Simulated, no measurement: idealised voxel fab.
Documented hereafter: the process module known as voxel self aligned vias.
175 nm wide, 5 nm square cells: that's cross-section cut.
Cross-section layout: square cells on a grid; listed as bands, top to bottom; a band spans one or more cell rows. Heights first: top, then bottom, in nm. Then materials, left to right, each with a width in nm. "edge to edge" on a single material: fills the band edge to edge. "empty": empty space. Where do heights start? At 0: under that level the wafer as delivered is made of one material only. And the lowest band has no floor; it just carries on downward, as in "z 0 and below". Think of "30->40" as a width that walks from the first number to the second as you go down the band, top row to bottom row, taking equal-sized steps from row to row. A step reported as "same as before" is a step in which no cell of the cross-section changed. Enclosed voids (no open way to top), threshold 8 cells or more, entry "Enclosed internal voids", notation width x height at distance, distance from left edge, nm. Past the settings on a step's line: simulator remark, on that step. The line of a step may include "overlay nm". On a step with a mask, this value is how far to the right of its planned place the mask lay. A negative value means the mask lay to the left.
## Planned process steps
1,RECEIVE (material Si)
2,CONFORMAL_DEP (material SiO2; thk nm 10)
3,CONFORMAL_DEP (material SiCN; thk nm 5)
4,DIRECTIONAL_DEP (material SiO2; thk nm 25)
5,MASKED_ETCH (tone open; mask id LINES; width nm 25; pitch nm 55; etch materials SiO2; depth nm 25; overlay nm 0)
6,CONFORMAL_DEP (material TiN; thk nm 5)
7,FILL_DEP (material W; thk nm 5)
8,CMP (height nm 40)
9,SELECTIVE_ETCH (etch materials W Ru TiN; depth nm 5)
10,FILL_DEP (material SiN; thk nm 5)
11,CMP (height nm 40)
12,DIRECTIONAL_DEP (material SiO2; thk nm 15)
13,DIRECTIONAL_DEP (material aC; thk nm 10)
14,PATTERN (tone open; mask id VIAS; material resist; width nm 35; pitch nm 55; thk nm 25; overlay nm 0)
15,DIRECTIONAL_ETCH (etch materials aC; depth nm 10)
16,STRIP (etch materials resist)
17,DIRECTIONAL_ETCH (etch materials SiO2; depth nm 15)
18,DIRECTIONAL_ETCH (etch materials SiN; depth nm 5)
19,STRIP (etch materials aC)
20,CONFORMAL_DEP (material TiN; thk nm 5)
21,FILL_DEP (material Ru; thk nm 5)
22,CMP (height nm 55)
23,CONFORMAL_DEP (material SiN; thk nm 5)
## First out of two wafers; run went to plan
## The cross-section here shows the wafer as received, i.e. in its state after step 1
	z 0 and below = Si edge to edge
	Enclosed internal voids: none
## Wafer after step 2 (cross-section)
	z 10 to 0 = SiO2 edge to edge
	At heights below 0, the structure remains unaltered.
## Wafer after step 3 (cross-section)
	z 15 to 10 = SiCN edge to edge
	At heights below 10, the structure remains unaltered.
## Wafer after step 4 (cross-section)
	z 40 to 15 = SiO2 edge to edge
	At heights below 15, the structure remains unaltered.
## Wafer after step 5 (cross-section)
	z 40 to 15 = SiO2: 45 / empty: 25 / SiO2: 30 / empty: 25 / SiO2: 50
	At heights below 15, the structure remains unaltered.
## Wafer after step 6 (cross-section)
	z 45 to 40 = TiN: 50 / empty: 15 / TiN: 40 / empty: 15 / TiN: 55
	z 40 to 20 = SiO2: 45 / TiN: 5 / empty: 15 / TiN: 5 / SiO2: 30 / TiN: 5 / empty: 15 / TiN: 5 / SiO2: 50
	z 20 to 15 = SiO2: 45 / TiN: 25 / SiO2: 30 / TiN: 25 / SiO2: 50
	At heights below 15, the structure remains unaltered.
## Wafer after step 7 (cross-section)
	z 50 to 45 = W edge to edge
	z 45 to 40 = TiN: 50 / W: 15 / TiN: 40 / W: 15 / TiN: 55
	z 40 to 20 = SiO2: 45 / TiN: 5 / W: 15 / TiN: 5 / SiO2: 30 / TiN: 5 / W: 15 / TiN: 5 / SiO2: 50
	At heights below 20, the structure remains unaltered.
## Wafer after step 8 (cross-section)
	z 40 to 20 = SiO2: 45 / TiN: 5 / W: 15 / TiN: 5 / SiO2: 30 / TiN: 5 / W: 15 / TiN: 5 / SiO2: 50
	At heights below 20, the structure remains unaltered.
## Wafer after step 9 (cross-section)
	z 40 to 35 = SiO2: 45 / empty: 25 / SiO2: 30 / empty: 25 / SiO2: 50
	At heights below 35, the structure remains unaltered.
## Wafer after step 10 (cross-section)
	z 45 to 40 = SiN edge to edge
	z 40 to 35 = SiO2: 45 / SiN: 25 / SiO2: 30 / SiN: 25 / SiO2: 50
	At heights below 35, the structure remains unaltered.
## Wafer after step 11 (cross-section)
	z 40 to 35 = SiO2: 45 / SiN: 25 / SiO2: 30 / SiN: 25 / SiO2: 50
	At heights below 35, the structure remains unaltered.
## Wafer after step 12 (cross-section)
	z 55 to 40 = SiO2 edge to edge
	At heights below 40, the structure remains unaltered.
## Wafer after step 13 (cross-section)
	z 65 to 55 = aC edge to edge
	At heights below 55, the structure remains unaltered.
## Wafer after step 14 (cross-section)
	z 90 to 65 = resist: 40 / empty: 35 / resist: 20 / empty: 35 / resist: 45
	At heights below 65, the structure remains unaltered.
## Wafer after step 15 (cross-section)
	z 80 to 65 = resist: 40 / empty: 35 / resist: 20 / empty: 35 / resist: 45
	z 65 to 55 = aC: 40 / empty: 35 / aC: 20 / empty: 35 / aC: 45
	At heights below 55, the structure remains unaltered.
## Wafer after step 16 (cross-section)
	z 65 to 55 = aC: 40 / empty: 35 / aC: 20 / empty: 35 / aC: 45
	At heights below 55, the structure remains unaltered.
## Wafer after step 17 (cross-section)
	z 65 to 55 = aC: 40 / empty: 35 / aC: 20 / empty: 35 / aC: 45
	z 55 to 40 = SiO2: 40 / empty: 35 / SiO2: 20 / empty: 35 / SiO2: 45
	At heights below 40, the structure remains unaltered.
## Wafer after step 18 (cross-section)
	z 65 to 55 = aC: 40 / empty: 35 / aC: 20 / empty: 35 / aC: 45
	z 55 to 40 = SiO2: 40 / empty: 35 / SiO2: 20 / empty: 35 / SiO2: 45
	z 40 to 35 = SiO2: 45 / empty: 25 / SiO2: 30 / empty: 25 / SiO2: 50
	At heights below 35, the structure remains unaltered.
## Wafer after step 19 (cross-section)
	z 55 to 40 = SiO2: 40 / empty: 35 / SiO2: 20 / empty: 35 / SiO2: 45
	At heights below 40, the structure remains unaltered.
## Wafer after step 20 (cross-section)
	z 60 to 55 = TiN: 45 / empty: 25 / TiN: 30 / empty: 25 / TiN: 50
	z 55 to 45 = SiO2: 40 / TiN: 5 / empty: 25 / TiN: 5 / SiO2: 20 / TiN: 5 / empty: 25 / TiN: 5 / SiO2: 45
	z 45 to 40 = SiO2: 40 / TiN: 10 / empty: 15 / TiN: 10 / SiO2: 20 / TiN: 10 / empty: 15 / TiN: 10 / SiO2: 45
	z 40 to 35 = SiO2: 45 / TiN: 25 / SiO2: 30 / TiN: 25 / SiO2: 50
	At heights below 35, the structure remains unaltered.
## Wafer after step 21 (cross-section)
	z 65 to 60 = Ru edge to edge
	z 60 to 55 = TiN: 45 / Ru: 25 / TiN: 30 / Ru: 25 / TiN: 50
	z 55 to 45 = SiO2: 40 / TiN: 5 / Ru: 25 / TiN: 5 / SiO2: 20 / TiN: 5 / Ru: 25 / TiN: 5 / SiO2: 45
	z 45 to 40 = SiO2: 40 / TiN: 10 / Ru: 15 / TiN: 10 / SiO2: 20 / TiN: 10 / Ru: 15 / TiN: 10 / SiO2: 45
	At heights below 40, the structure remains unaltered.
## Wafer after step 22 (cross-section)
	z 55 to 45 = SiO2: 40 / TiN: 5 / Ru: 25 / TiN: 5 / SiO2: 20 / TiN: 5 / Ru: 25 / TiN: 5 / SiO2: 45
	At heights below 45, the structure remains unaltered.
## Wafer after step 23 (cross-section)
	z 60 to 55 = SiN edge to edge
	At heights below 55, the structure remains unaltered.
## Wafer two of the pair: same origin, same plan, one error during the run; identical to wafer one up to and including step 1
## Second wafer: cross-section at the scheduled end of step 2
	z 10 to 0 = TiN edge to edge
	At heights below 0, the structure remains unaltered.
## Second wafer: cross-section at the scheduled end of step 3
	z 15 to 10 = SiCN edge to edge
	At heights below 10, the structure remains unaltered.
## Second wafer: cross-section at the scheduled end of step 4
	z 40 to 15 = SiO2 edge to edge
	At heights below 15, the structure remains unaltered.
## Second wafer: cross-section at the scheduled end of step 5
	z 40 to 15 = SiO2: 45 / empty: 25 / SiO2: 30 / empty: 25 / SiO2: 50
	At heights below 15, the structure remains unaltered.
## Second wafer: cross-section at the scheduled end of step 6
	z 45 to 40 = TiN: 50 / empty: 15 / TiN: 40 / empty: 15 / TiN: 55
	z 40 to 20 = SiO2: 45 / TiN: 5 / empty: 15 / TiN: 5 / SiO2: 30 / TiN: 5 / empty: 15 / TiN: 5 / SiO2: 50
	z 20 to 15 = SiO2: 45 / TiN: 25 / SiO2: 30 / TiN: 25 / SiO2: 50
	At heights below 15, the structure remains unaltered.
## Second wafer: cross-section at the scheduled end of step 7
	z 50 to 45 = W edge to edge
	z 45 to 40 = TiN: 50 / W: 15 / TiN: 40 / W: 15 / TiN: 55
	z 40 to 20 = SiO2: 45 / TiN: 5 / W: 15 / TiN: 5 / SiO2: 30 / TiN: 5 / W: 15 / TiN: 5 / SiO2: 50
	At heights below 20, the structure remains unaltered.
## Second wafer: cross-section at the scheduled end of step 8
	z 40 to 20 = SiO2: 45 / TiN: 5 / W: 15 / TiN: 5 / SiO2: 30 / TiN: 5 / W: 15 / TiN: 5 / SiO2: 50
	At heights below 20, the structure remains unaltered.
## Second wafer: cross-section at the scheduled end of step 9
	z 40 to 35 = SiO2: 45 / empty: 25 / SiO2: 30 / empty: 25 / SiO2: 50
	At heights below 35, the structure remains unaltered.
## Second wafer: cross-section at the scheduled end of step 10
	z 45 to 40 = SiN edge to edge
	z 40 to 35 = SiO2: 45 / SiN: 25 / SiO2: 30 / SiN: 25 / SiO2: 50
	At heights below 35, the structure remains unaltered.
## Second wafer: cross-section at the scheduled end of step 11
	z 40 to 35 = SiO2: 45 / SiN: 25 / SiO2: 30 / SiN: 25 / SiO2: 50
	At heights below 35, the structure remains unaltered.
## Second wafer: cross-section at the scheduled end of step 12
	z 55 to 40 = SiO2 edge to edge
	At heights below 40, the structure remains unaltered.
## Second wafer: cross-section at the scheduled end of step 13
	z 65 to 55 = aC edge to edge
	At heights below 55, the structure remains unaltered.
## Second wafer: cross-section at the scheduled end of step 14
	z 90 to 65 = resist: 40 / empty: 35 / resist: 20 / empty: 35 / resist: 45
	At heights below 65, the structure remains unaltered.
## Second wafer: cross-section at the scheduled end of step 15
	z 80 to 65 = resist: 40 / empty: 35 / resist: 20 / empty: 35 / resist: 45
	z 65 to 55 = aC: 40 / empty: 35 / aC: 20 / empty: 35 / aC: 45
	At heights below 55, the structure remains unaltered.
## Second wafer: cross-section at the scheduled end of step 16
	z 65 to 55 = aC: 40 / empty: 35 / aC: 20 / empty: 35 / aC: 45
	At heights below 55, the structure remains unaltered.
## Second wafer: cross-section at the scheduled end of step 17
	z 65 to 55 = aC: 40 / empty: 35 / aC: 20 / empty: 35 / aC: 45
	z 55 to 40 = SiO2: 40 / empty: 35 / SiO2: 20 / empty: 35 / SiO2: 45
	At heights below 40, the structure remains unaltered.
## Second wafer: cross-section at the scheduled end of step 18
	z 65 to 55 = aC: 40 / empty: 35 / aC: 20 / empty: 35 / aC: 45
	z 55 to 40 = SiO2: 40 / empty: 35 / SiO2: 20 / empty: 35 / SiO2: 45
	z 40 to 35 = SiO2: 45 / empty: 25 / SiO2: 30 / empty: 25 / SiO2: 50
	At heights below 35, the structure remains unaltered.
## Second wafer: cross-section at the scheduled end of step 19
	z 55 to 40 = SiO2: 40 / empty: 35 / SiO2: 20 / empty: 35 / SiO2: 45
	At heights below 40, the structure remains unaltered.
## Second wafer: cross-section at the scheduled end of step 20
	z 60 to 55 = TiN: 45 / empty: 25 / TiN: 30 / empty: 25 / TiN: 50
	z 55 to 45 = SiO2: 40 / TiN: 5 / empty: 25 / TiN: 5 / SiO2: 20 / TiN: 5 / empty: 25 / TiN: 5 / SiO2: 45
	z 45 to 40 = SiO2: 40 / TiN: 10 / empty: 15 / TiN: 10 / SiO2: 20 / TiN: 10 / empty: 15 / TiN: 10 / SiO2: 45
	z 40 to 35 = SiO2: 45 / TiN: 25 / SiO2: 30 / TiN: 25 / SiO2: 50
	At heights below 35, the structure remains unaltered.
## Second wafer: cross-section at the scheduled end of step 21
	z 65 to 60 = Ru edge to edge
	z 60 to 55 = TiN: 45 / Ru: 25 / TiN: 30 / Ru: 25 / TiN: 50
	z 55 to 45 = SiO2: 40 / TiN: 5 / Ru: 25 / TiN: 5 / SiO2: 20 / TiN: 5 / Ru: 25 / TiN: 5 / SiO2: 45
	z 45 to 40 = SiO2: 40 / TiN: 10 / Ru: 15 / TiN: 10 / SiO2: 20 / TiN: 10 / Ru: 15 / TiN: 10 / SiO2: 45
	At heights below 40, the structure remains unaltered.
## Second wafer: cross-section at the scheduled end of step 22
	z 55 to 45 = SiO2: 40 / TiN: 5 / Ru: 25 / TiN: 5 / SiO2: 20 / TiN: 5 / Ru: 25 / TiN: 5 / SiO2: 45
	At heights below 45, the structure remains unaltered.
## Second wafer: cross-section at the scheduled end of step 23
	z 60 to 55 = SiN edge to edge
	At heights below 55, the structure remains unaltered.
Deviation noted in wafer processing: step 2 changed vs plan, executed as CONFORMAL_DEP (material TiN; thk nm 10)
The closing comparison, in cells, has the second wafer with more or fewer of some materials than the first: SiO2: 70 fewer | TiN: 70 more
